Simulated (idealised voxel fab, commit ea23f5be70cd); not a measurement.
This is a process module. Its name is voxel wiring stack.
FYI the section here is cut, 240 nm wide, cells are 5 nm squares.
Cross-sections here: square-cell grids, written as top-down lists of bands, a band being one or more rows of cells.
Quick guide to a band line: top height, bottom height (nm) up front; then every material left to right with its width in nm. Only one material and it's marked "edge to edge"? Then it fills the band edge to edge. And "air" just means empty space.
Height reference: 0 = level under which incoming wafer is all one material. Lowest band: no bottom, runs on downward, e.g. "0 nm and below".
Width: "30..40" (first number = top row, second number = bottom row, same change from row to row of cells).
"nothing got changed", as given for a step, is the statement that not any cell of the cross-section underwent a change during that step.
The list in "Non-vented voids" covers empty spaces of 8 cells or more that cannot reach the top through any open way, and it gives each as width x height at distance; the distance is from the left edge, and width, height and distance are in nm.
It should be noted that, on the line of a given step, the content following the step's settings is a remark produced by the simulator itself with respect to that step.
overlay nm: mask right of planned place by this much (step with mask). Neg. = left.

Intended process steps
| 1 | RECEIVE | material Si |
| 2 | CONFORMAL_DEP | material SiO2 | thk nm 10 |
| 3 | DIRECTIONAL_DEP | material TiN | thk nm 5 |
| 4 | DIRECTIONAL_DEP | material W | thk nm 25 |
| 5 | DIRECTIONAL_DEP | material aC | thk nm 15 |
| 6 | PATTERN | tone cover | mask id METAL_1 | material resist | width nm 25 | pitch nm 40 | thk nm 30 | overlay nm 0 |
| 7 | DIRECTIONAL_ETCH | etch materials aC | depth nm 15 |
| 8 | STRIP | etch materials resist |
| 9 | DIRECTIONAL_ETCH | etch materials W | depth nm 25 |
| 10 | DIRECTIONAL_ETCH | etch materials TiN | depth nm 5 |
| 11 | STRIP | etch materials aC |
| 12 | CONFORMAL_DEP | material SiCN | thk nm 5 |
| 13 | FILL_DEP | material lowk | thk nm 5 |
| 14 | CMP | height nm 40 |
| 15 | CONFORMAL_DEP | material SiCN | thk nm 5 |
| 16 | DIRECTIONAL_DEP | material SiO2 | thk nm 20 |
| 17 | MASKED_ETCH | tone open | mask id PLUG_1 | width nm 15 | pitch nm 80 | etch materials SiO2 | depth nm 20 | overlay nm 0 |
| 18 | MASKED_ETCH | tone open | mask id PLUG_1 | width nm 15 | pitch nm 80 | etch materials SiCN | depth nm 5 | overlay nm 0 |
| 19 | EPI | material Ru | thk nm 10 |
| 20 | EPI | material Ru | thk nm 10 |
| 21 | EPI | material Ru | thk nm 5 |
| 22 | CONFORMAL_DEP | material SiN | thk nm 5 |
| 23 | DIRECTIONAL_DEP | material lowk | thk nm 20 |
| 24 | DIRECTIONAL_DEP | material aC | thk nm 15 |
| 25 | PATTERN | tone open | mask id METAL_2 | material resist | width nm 25 | pitch nm 40 | thk nm 35 | overlay nm 0 |
| 26 | DIRECTIONAL_ETCH | etch materials aC | depth nm 15 |
| 27 | STRIP | etch materials resist |
| 28 | DIRECTIONAL_ETCH | etch materials lowk | depth nm 20 |
| 29 | DIRECTIONAL_ETCH | etch materials SiN | depth nm 5 |
| 30 | STRIP | etch materials aC |
| 31 | CONFORMAL_DEP | material TiN | thk nm 5 |
| 32 | FILL_DEP | material Cu | thk nm 10 |
| 33 | CMP | height nm 90 |
| 34 | EPI | material Ru | thk nm 5 |
| 35 | FILL_DEP | material SiCN | thk nm 5 |
Quick note for whoever runs this: the wafers start identical, but the width nm at step 17 isn't the same across them. The plan just shows what the first wafer had.

The first of several wafers, as received after step 1, seen in section
	0 nm and below: Si edge to edge
	Non-vented voids: none

The figure below presents a cross-section of the first of several wafers at the conclusion of the module, following its last step, step 35
	100 nm to 95 nm: SiCN edge to edge
	95 nm to 90 nm: SiCN (40), Ru (35), SiCN (5), Ru (35), SiCN (5), Ru (35), SiCN (5), Ru (35), SiCN (45)
	90 nm to 70 nm: lowk (45), TiN (5), Cu (15), TiN (5), lowk (15), TiN (5), Cu (15), TiN (5), lowk (15), TiN (5), Cu (15), TiN (5), lowk (15), TiN (5), Cu (15), TiN (5), lowk (50)
	70 nm to 65 nm: SiN (45), TiN (25), SiN (15), TiN (25), SiN (15), TiN (25), SiN (15), TiN (25), SiN (50)
	65 nm to 45 nm: SiO2 (45), Ru (15), SiO2 (65), Ru (15), SiO2 (100)
	45 nm to 40 nm: SiCN (45), Ru (15), SiCN (65), Ru (15), SiCN (100)
	40 nm to 15 nm: lowk (40), SiCN (5), W (25), SiCN (5), lowk (5), SiCN (5), W (25), SiCN (5), lowk (5), SiCN (5), W (25), SiCN (5), lowk (5), SiCN (5), W (25), SiCN (5), lowk (45)
	15 nm to 10 nm: SiCN (45), TiN (25), SiCN (15), TiN (25), SiCN (15), TiN (25), SiCN (15), TiN (25), SiCN (50)
	10 nm to 0 nm: SiO2 edge to edge
	0 nm and below: Si edge to edge
	Non-vented voids: none

Cross-section of the final wafer among several, taken at the end of the module
	100 nm to 95 nm: SiCN edge to edge
	95 nm to 90 nm: SiCN (40), Ru (35), SiCN (5), Ru (35), SiCN (5), Ru (35), SiCN (5), Ru (35), SiCN (45)
	90 nm to 70 nm: lowk (45), TiN (5), Cu (15), TiN (5), lowk (15), TiN (5), Cu (15), TiN (5), lowk (15), TiN (5), Cu (15), TiN (5), lowk (15), TiN (5), Cu (15), TiN (5), lowk (50)
	70 nm to 65 nm: SiN (45), TiN (25), SiN (15), TiN (25), SiN (15), TiN (25), SiN (15), TiN (25), SiN (50)
	65 nm to 45 nm: SiO2 (40), Ru (30), SiO2 (50), Ru (30), SiO2 (90)
	45 nm to 40 nm: SiCN (45), Ru (15), SiCN (65), Ru (15), SiCN (100)
	40 nm to 15 nm: lowk (40), SiCN (5), W (25), SiCN (5), lowk (5), SiCN (5), W (25), SiCN (5), lowk (5), SiCN (5), W (25), SiCN (5), lowk (5), SiCN (5), W (25), SiCN (5), lowk (45)
	15 nm to 10 nm: SiCN (45), TiN (25), SiCN (15), TiN (25), SiCN (15), TiN (25), SiCN (15), TiN (25), SiCN (50)
	10 nm to 0 nm: SiO2 edge to edge
	0 nm and below: Si edge to edge
	Non-vented voids: none

Basically each wafer gets a line in the table, showing it at the end of the module: material by material, the cells it gained (+) or lost (-) since we got it, then its closed voids
width nm 15; +48 Cu; +58 Ru; +178 SiCN; +28 SiN; +264 SiO2; +72 TiN; +100 W; +212 lowk; Non-vented voids: none
width nm 20; +48 Cu; +66 Ru; +178 SiCN; +28 SiN; +256 SiO2; +72 TiN; +100 W; +212 lowk; Non-vented voids: none
width nm 25; +48 Cu; +74 Ru; +178 SiCN; +28 SiN; +248 SiO2; +72 TiN; +100 W; +212 lowk; Non-vented voids: none
width nm 30; +48 Cu; +82 Ru; +178 SiCN; +28 SiN; +240 SiO2; +72 TiN; +100 W; +212 lowk; Non-vented voids: none
